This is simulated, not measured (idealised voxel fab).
Name of the process module below: voxel capacitor over wiring
Shown is cross-section cut, with a width of 240 nm and square cells of size 5 nm.
Each cross-section below is a grid of square cells, stated as bands in top-down order, with one or more rows of cells making up each band.
Band: top and bottom heights (nm) first, top before bottom; then materials from left to right, widths in nm. "everywhere" marks a sole material filling the band edge to edge. "air" denotes empty space.
Height datum 0, below which the as-received substrate wafer is one material. Lowest band open at the bottom, running downward: "from 0 down".
So if you see something like "30->40" for the width, read it as the top row of the band sitting at the first number and the bottom row at the second, with every row in between moving by the same amount as the last.
"nothing got changed" means the step left every cell of the cross-section as it was.
"Unvented internal voids" enumerates empty spaces isolated from the top, with no open way to it, that contain at least 8 cells, giving each as width x height at distance from the left edge, all three in nm.
It should be noted that, on the line of a given step, the content following the step's settings is a remark produced by the simulator itself with respect to that step.
overlay nm: right-of-plan distance of the mask on a masked step; negative values mean left-of-plan.

This section lists the process steps that were planned
1 RECEIVE [material Si]
2 CONFORMAL_DEP [material SiO2] [thk nm 10]
3 DIRECTIONAL_DEP [material TiN] [thk nm 5]
4 DIRECTIONAL_DEP [material W] [thk nm 15]
5 DIRECTIONAL_DEP [material aC] [thk nm 10]
6 PATTERN [tone cover] [mask id METAL_1] [material resist] [width nm 30] [pitch nm 95] [thk nm 25] [overlay nm 0]
7 DIRECTIONAL_ETCH [etch materials aC] [depth nm 10]
8 STRIP [etch materials resist]
9 DIRECTIONAL_ETCH [etch materials W] [depth nm 15]
10 DIRECTIONAL_ETCH [etch materials TiN] [depth nm 5]
11 STRIP [etch materials aC]
12 CONFORMAL_DEP [material SiN] [thk nm 5]
13 FILL_DEP [material lowk] [thk nm 5]
14 CMP [height nm 30]
15 CONFORMAL_DEP [material SiCN] [thk nm 5]
16 DIRECTIONAL_DEP [material lowk] [thk nm 10]
17 PATTERN [tone open] [mask id PLUG_1] [material resist] [width nm 15] [thk nm 20] [overlay nm 0]
18 DIRECTIONAL_ETCH [etch materials lowk] [depth nm 10]
19 DIRECTIONAL_ETCH [etch materials SiCN] [depth nm 5]
20 STRIP [etch materials resist]
21 CONFORMAL_DEP [material TiN] [thk nm 5]
22 FILL_DEP [material Ru] [thk nm 5]
23 CMP [height nm 45]
24 DIRECTIONAL_DEP [material TiN] [thk nm 5]
25 DIRECTIONAL_DEP [material Al2O3] [thk nm 5]
26 DIRECTIONAL_DEP [material TiN] [thk nm 5]
27 DIRECTIONAL_DEP [material aC] [thk nm 15]
28 PATTERN [tone cover] [mask id UPPER_PLATE] [material resist] [width nm 70] [thk nm 35] [overlay nm 0]
29 DIRECTIONAL_ETCH [etch materials aC] [depth nm 15]
30 STRIP [etch materials resist]
31 DIRECTIONAL_ETCH [etch materials TiN] [depth nm 5]
32 DIRECTIONAL_ETCH [etch materials Al2O3] [depth nm 5]
33 STRIP [etch materials aC]
34 MASKED_ETCH [tone cover] [mask id LOWER_PLATE] [width nm 80] [etch materials TiN] [depth nm 5] [overlay nm 0]
35 FILL_DEP [material SiO2] [thk nm 20]
36 CMP [height nm 75]
37 MASKED_ETCH [tone open] [mask id PLUG_2] [width nm 15] [etch materials SiO2] [depth nm 15] [overlay nm 0]
38 CONFORMAL_DEP [material TiN] [thk nm 5]
39 FILL_DEP [material Ru] [thk nm 5]
40 CMP [height nm 75]
41 CONFORMAL_DEP [material SiN] [thk nm 5]

What follows covers the first of two wafers; it ran as planned

Received-state cross-section, reflecting completion of step 1
from 0 down  Si everywhere
Unvented internal voids: none

Take a look at the wafer's cross-section after step 2
from 10 to 0  SiO2 everywhere
Heights below 0 show no change.

Take a look at the wafer's cross-section after step 3
from 15 to 10  TiN everywhere
Heights below 10 show no change.

Take a look at the wafer's cross-section after step 4
from 30 to 15  W everywhere
Heights below 15 show no change.

Take a look at the wafer's cross-section after step 5
from 40 to 30  aC everywhere
Heights below 30 show no change.

Take a look at the wafer's cross-section after step 6
from 65 to 40  air 55, then resist 30, then air 65, then resist 30, then air 60
Heights below 40 show no change.

Take a look at the wafer's cross-section after step 7
from 55 to 40  air 55, then resist 30, then air 65, then resist 30, then air 60
from 40 to 30  air 55, then aC 30, then air 65, then aC 30, then air 60
Heights below 30 show no change.

Take a look at the wafer's cross-section after step 8
from 40 to 30  air 55, then aC 30, then air 65, then aC 30, then air 60
Heights below 30 show no change.

Take a look at the wafer's cross-section after step 9
from 40 to 30  air 55, then aC 30, then air 65, then aC 30, then air 60
from 30 to 15  air 55, then W 30, then air 65, then W 30, then air 60
Heights below 15 show no change.

Take a look at the wafer's cross-section after step 10
from 40 to 30  air 55, then aC 30, then air 65, then aC 30, then air 60
from 30 to 15  air 55, then W 30, then air 65, then W 30, then air 60
from 15 to 10  air 55, then TiN 30, then air 65, then TiN 30, then air 60
Heights below 10 show no change.

Take a look at the wafer's cross-section after step 11
from 30 to 15  air 55, then W 30, then air 65, then W 30, then air 60
Heights below 15 show no change.

Take a look at the wafer's cross-section after step 12
from 35 to 30  air 50, then SiN 40, then air 55, then SiN 40, then air 55
from 30 to 15  air 50, then SiN 5, then W 30, then SiN 5, then air 55, then SiN 5, then W 30, then SiN 5, then air 55
from 15 to 10  SiN 55, then TiN 30, then SiN 65, then TiN 30, then SiN 60
Heights below 10 show no change.

Take a look at the wafer's cross-section after step 13
from 40 to 35  lowk everywhere
from 35 to 30  lowk 50, then SiN 40, then lowk 55, then SiN 40, then lowk 55
from 30 to 15  lowk 50, then SiN 5, then W 30, then SiN 5, then lowk 55, then SiN 5, then W 30, then SiN 5, then lowk 55
Heights below 15 show no change.

Take a look at the wafer's cross-section after step 14
from 30 to 15  lowk 50, then SiN 5, then W 30, then SiN 5, then lowk 55, then SiN 5, then W 30, then SiN 5, then lowk 55
Heights below 15 show no change.

Take a look at the wafer's cross-section after step 15
from 35 to 30  SiCN everywhere
Heights below 30 show no change.

Take a look at the wafer's cross-section after step 16
from 45 to 35  lowk everywhere
Heights below 35 show no change.

Take a look at the wafer's cross-section after step 17
from 65 to 45  resist 70, then air 15, then resist 155
Heights below 45 show no change.

Take a look at the wafer's cross-section after step 18
from 65 to 45  resist 70, then air 15, then resist 155
from 45 to 35  lowk 70, then air 15, then lowk 155
Heights below 35 show no change.

Take a look at the wafer's cross-section after step 19
from 65 to 45  resist 70, then air 15, then resist 155
from 45 to 35  lowk 70, then air 15, then lowk 155
from 35 to 30  SiCN 70, then air 15, then SiCN 155
Heights below 30 show no change.

Take a look at the wafer's cross-section after step 20
from 45 to 35  lowk 70, then air 15, then lowk 155
Heights below 35 show no change.

Take a look at the wafer's cross-section after step 21
from 50 to 45  TiN 75, then air 5, then TiN 160
from 45 to 35  lowk 70, then TiN 5, then air 5, then TiN 5, then lowk 155
from 35 to 30  SiCN 70, then TiN 15, then SiCN 155
Heights below 30 show no change.

Take a look at the wafer's cross-section after step 22
from 55 to 50  Ru everywhere
from 50 to 45  TiN 75, then Ru 5, then TiN 160
from 45 to 35  lowk 70, then TiN 5, then Ru 5, then TiN 5, then lowk 155
Heights below 35 show no change.

Take a look at the wafer's cross-section after step 23
from 45 to 35  lowk 70, then TiN 5, then Ru 5, then TiN 5, then lowk 155
Heights below 35 show no change.

Take a look at the wafer's cross-section after step 24
from 50 to 45  TiN everywhere
Heights below 45 show no change.

Take a look at the wafer's cross-section after step 25
from 55 to 50  Al2O3 everywhere
Heights below 50 show no change.

Take a look at the wafer's cross-section after step 26
from 60 to 55  TiN everywhere
Heights below 55 show no change.

Take a look at the wafer's cross-section after step 27
from 75 to 60  aC everywhere
Heights below 60 show no change.

Take a look at the wafer's cross-section after step 28
from 110 to 75  air 70, then resist 70, then air 100
Heights below 75 show no change.

Take a look at the wafer's cross-section after step 29
from 95 to 75  air 70, then resist 70, then air 100
from 75 to 60  air 70, then aC 70, then air 100
Heights below 60 show no change.

Take a look at the wafer's cross-section after step 30
from 75 to 60  air 70, then aC 70, then air 100
Heights below 60 show no change.

Take a look at the wafer's cross-section after step 31
from 75 to 60  air 70, then aC 70, then air 100
from 60 to 55  air 70, then TiN 70, then air 100
Heights below 55 show no change.

Take a look at the wafer's cross-section after step 32
from 75 to 60  air 70, then aC 70, then air 100
from 60 to 55  air 70, then TiN 70, then air 100
from 55 to 50  air 70, then Al2O3 70, then air 100
Heights below 50 show no change.

Take a look at the wafer's cross-section after step 33
from 60 to 55  air 70, then TiN 70, then air 100
Heights below 55 show no change.

Take a look at the wafer's cross-section after step 34
from 60 to 55  air 70, then TiN 70, then air 100
from 55 to 50  air 70, then Al2O3 70, then air 100
from 50 to 45  air 65, then TiN 80, then air 95
Heights below 45 show no change.

Take a look at the wafer's cross-section after step 35
from 80 to 60  SiO2 everywhere
from 60 to 55  SiO2 70, then TiN 70, then SiO2 100
from 55 to 50  SiO2 70, then Al2O3 70, then SiO2 100
from 50 to 45  SiO2 65, then TiN 80, then SiO2 95
Heights below 45 show no change.

Take a look at the wafer's cross-section after step 36
from 75 to 60  SiO2 everywhere
Heights below 60 show no change.

Take a look at the wafer's cross-section after step 37
from 75 to 60  SiO2 80, then air 15, then SiO2 145
Heights below 60 show no change.

Take a look at the wafer's cross-section after step 38
from 80 to 75  TiN 85, then air 5, then TiN 150
from 75 to 65  SiO2 80, then TiN 5, then air 5, then TiN 5, then SiO2 145
from 65 to 55  SiO2 80->70, then TiN 15->70, then SiO2 145->100
Heights below 55 show no change.

Take a look at the wafer's cross-section after step 39
from 85 to 80  Ru everywhere
from 80 to 75  TiN 85, then Ru 5, then TiN 150
from 75 to 65  SiO2 80, then TiN 5, then Ru 5, then TiN 5, then SiO2 145
Heights below 65 show no change.

Take a look at the wafer's cross-section after step 40
from 75 to 65  SiO2 80, then TiN 5, then Ru 5, then TiN 5, then SiO2 145
Heights below 65 show no change.

Take a look at the wafer's cross-section after step 41
from 80 to 75  SiN everywhere
Heights below 75 show no change.

For the second wafer, take the first wafer's start and plan, then add one mistake made in running it; everything through step 16, that step included, is shared with the first

At the planned end of step 17, the second wafer in cross-section
from 65 to 45  air 70, then resist 15, then air 155
Heights below 45 show no change.

At the planned end of step 18, the second wafer in cross-section
from 65 to 45  air 70, then resist 15, then air 155
from 45 to 35  air 70, then lowk 15, then air 155
Heights below 35 show no change.

At the planned end of step 19, the second wafer in cross-section
from 65 to 45  air 70, then resist 15, then air 155
from 45 to 35  air 70, then lowk 15, then air 155
from 35 to 30  air 70, then SiCN 15, then air 155
Heights below 30 show no change.

At the planned end of step 20, the second wafer in cross-section
from 45 to 35  air 70, then lowk 15, then air 155
Heights below 35 show no change.

At the planned end of step 21, the second wafer in cross-section
from 50 to 45  air 65, then TiN 25, then air 150
from 45 to 35  air 65, then TiN 5, then lowk 15, then TiN 5, then air 150
from 35 to 30  TiN 70, then SiCN 15, then TiN 155
Heights below 30 show no change.

At the planned end of step 22, the second wafer in cross-section
from 55 to 50  Ru everywhere
from 50 to 45  Ru 65, then TiN 25, then Ru 150
from 45 to 35  Ru 65, then TiN 5, then lowk 15, then TiN 5, then Ru 150
Heights below 35 show no change.

At the planned end of step 23, the second wafer in cross-section
from 45 to 35  Ru 65, then TiN 5, then lowk 15, then TiN 5, then Ru 150
Heights below 35 show no change.

At the planned end of step 24, the second wafer in cross-section
from 50 to 45  TiN everywhere
Heights below 45 show no change.

At the planned end of step 25, the second wafer in cross-section
from 55 to 50  Al2O3 everywhere
Heights below 50 show no change.

At the planned end of step 26, the second wafer in cross-section
from 60 to 55  TiN everywhere
Heights below 55 show no change.

At the planned end of step 27, the second wafer in cross-section
from 75 to 60  aC everywhere
Heights below 60 show no change.

At the planned end of step 28, the second wafer in cross-section
from 110 to 75  air 70, then resist 70, then air 100
Heights below 75 show no change.

At the planned end of step 29, the second wafer in cross-section
from 95 to 75  air 70, then resist 70, then air 100
from 75 to 60  air 70, then aC 70, then air 100
Heights below 60 show no change.

At the planned end of step 30, the second wafer in cross-section
from 75 to 60  air 70, then aC 70, then air 100
Heights below 60 show no change.

At the planned end of step 31, the second wafer in cross-section
from 75 to 60  air 70, then aC 70, then air 100
from 60 to 55  air 70, then TiN 70, then air 100
Heights below 55 show no change.

At the planned end of step 32, the second wafer in cross-section
from 75 to 60  air 70, then aC 70, then air 100
from 60 to 55  air 70, then TiN 70, then air 100
from 55 to 50  air 70, then Al2O3 70, then air 100
Heights below 50 show no change.

At the planned end of step 33, the second wafer in cross-section
from 60 to 55  air 70, then TiN 70, then air 100
Heights below 55 show no change.

At the planned end of step 34, the second wafer in cross-section
from 60 to 55  air 70, then TiN 70, then air 100
from 55 to 50  air 70, then Al2O3 70, then air 100
from 50 to 45  air 65, then TiN 80, then air 95
Heights below 45 show no change.

At the planned end of step 35, the second wafer in cross-section
from 80 to 60  SiO2 everywhere
from 60 to 55  SiO2 70, then TiN 70, then SiO2 100
from 55 to 50  SiO2 70, then Al2O3 70, then SiO2 100
from 50 to 45  SiO2 65, then TiN 80, then SiO2 95
Heights below 45 show no change.

At the planned end of step 36, the second wafer in cross-section
from 75 to 60  SiO2 everywhere
Heights below 60 show no change.

At the planned end of step 37, the second wafer in cross-section
from 75 to 60  SiO2 80, then air 15, then SiO2 145
Heights below 60 show no change.

At the planned end of step 38, the second wafer in cross-section
from 80 to 75  TiN 85, then air 5, then TiN 150
from 75 to 65  SiO2 80, then TiN 5, then air 5, then TiN 5, then SiO2 145
from 65 to 55  SiO2 80->70, then TiN 15->70, then SiO2 145->100
Heights below 55 show no change.

At the planned end of step 39, the second wafer in cross-section
from 85 to 80  Ru everywhere
from 80 to 75  TiN 85, then Ru 5, then TiN 150
from 75 to 65  SiO2 80, then TiN 5, then Ru 5, then TiN 5, then SiO2 145
Heights below 65 show no change.

At the planned end of step 40, the second wafer in cross-section
from 75 to 65  SiO2 80, then TiN 5, then Ru 5, then TiN 5, then SiO2 145
Heights below 65 show no change.

At the planned end of step 41, the second wafer in cross-section
from 80 to 75  SiN everywhere
Heights below 75 show no change.
It is concluded that the wafer was processed incorrectly with respect to the plan, in that step 17: run off-plan, actual operation and settings PATTERN [tone cover] [mask id PLUG_1] [material resist] [width nm 15] [thk nm 20] [overlay nm 0]
Per the end-of-run cell counts, the second wafer holds more or fewer of some materials than the first: Ru: 84 more; SiCN: 42 fewer; TiN: 42 more; lowk: 84 fewer
